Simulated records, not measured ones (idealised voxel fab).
process module | voxel wiring stack
cross-section cut | 170 nm wide | cells 5 nm
A cross-section is a grid of square cells, given in bands from the top down. A band is one or more rows of cells.
Each band's line starts with the height of the band's top and of its bottom, in nm. Then come its materials from left to right, each with its width in nm. One material with "throughout" fills the band from edge to edge. "air" is empty space.
Height 0 is the level under which the wafer as received is all one material. The lowest band goes on downwards, as in "0 down".
A width such as "30 to 40" changes by the same amount from each row of cells to the next, from the band's top row to its bottom row.
"no change" after a step means that no cell of the cross-section changed.
closed voids: empty space of 8 cells or more with no open way to the top, each as width x height at its distance from the left edge, in nm
after a step's settings: what the simulator itself notes on the step
overlay nm, on a step with a mask: how far to the right of its planned place the mask lay; to the left if negative
plan
1 op RECEIVE | material Si
2 op CONFORMAL_DEP | material SiO2 | thk nm 15
3 op CONFORMAL_DEP | material SiCN | thk nm 5
4 op DIRECTIONAL_DEP | material lowk | thk nm 25
5 op MASKED_ETCH | tone open | mask id METAL_1 | width nm 25 | pitch nm 55 | etch materials lowk | depth nm 25 | overlay nm 0
6 op MASKED_ETCH | tone open | mask id METAL_1 | width nm 25 | pitch nm 55 | etch materials SiCN | depth nm 5 | overlay nm 0
7 op CONFORMAL_DEP | material TiN | thk nm 5
8 op FILL_DEP | material Ru | thk nm 10
9 op CMP | height nm 45
10 op CONFORMAL_DEP | material SiCN | thk nm 5
11 op DIRECTIONAL_DEP | material SiO2 | thk nm 35
12 op PATTERN | tone open | mask id METAL_2_HOLES | material resist | width nm 15 | pitch nm 55 | thk nm 15 | overlay nm 0
13 op DIRECTIONAL_ETCH | etch materials SiO2 | depth nm 35
14 op STRIP | etch materials resist
15 op DIRECTIONAL_DEP | material aC | thk nm 10
16 op PATTERN | tone open | mask id METAL_2 | material resist | width nm 25 | pitch nm 55 | thk nm 30 | overlay nm 0
17 op DIRECTIONAL_ETCH | etch materials aC | depth nm 10
18 op STRIP | etch materials resist
19 op DIRECTIONAL_ETCH | etch materials SiO2 | depth nm 20
20 op DIRECTIONAL_ETCH | etch materials SiCN | depth nm 5
21 op STRIP | etch materials aC
22 op CONFORMAL_DEP | material TiN | thk nm 5
23 op FILL_DEP | material Cu | thk nm 5
24 op CMP | height nm 85
25 op CONFORMAL_DEP | material SiCN | thk nm 5
as received, after step 1
  0 down: Si throughout
  closed voids: none
a wafer at the end: this start, this plan, one mistake
  90 to 85: SiCN throughout
  85 to 70: SiO2 15 | TiN 5 | Cu 15 | TiN 5 | SiO2 30 | TiN 5 | Cu 15 | TiN 5 | SiO2 30 | TiN 5 | Cu 15 | TiN 5 | SiO2 20
  70 to 65: SiO2 15 | TiN 5 | Cu 5 | TiN 15 | SiO2 30 | TiN 5 | Cu 5 | TiN 15 | SiO2 30 | TiN 5 | Cu 5 | TiN 15 | SiO2 20
  65 to 50: SiO2 15 | TiN 5 | Cu 5 | TiN 5 | SiO2 40 | TiN 5 | Cu 5 | TiN 5 | SiO2 40 | TiN 5 | Cu 5 | TiN 5 | SiO2 30
  50 to 45: SiCN 15 | TiN 15 | SiCN 40 | TiN 15 | SiCN 40 | TiN 15 | SiCN 30
  45 to 20: lowk 20 | TiN 5 | Ru 10 | TiN 5 | lowk 35 | TiN 5 | Ru 10 | TiN 5 | lowk 35 | TiN 5 | Ru 10 | TiN 5 | lowk 20
  20 to 15: SiCN 20 | TiN 20 | SiCN 35 | TiN 20 | SiCN 35 | TiN 20 | SiCN 20
  15 to 0: SiO2 throughout
  0 down: Si throughout
  closed voids: none
what went wrong: step 5 ran as: op MASKED_ETCH | tone open | mask id METAL_1 | width nm 20 | pitch nm 55 | etch materials lowk | depth nm 25 | overlay nm 0
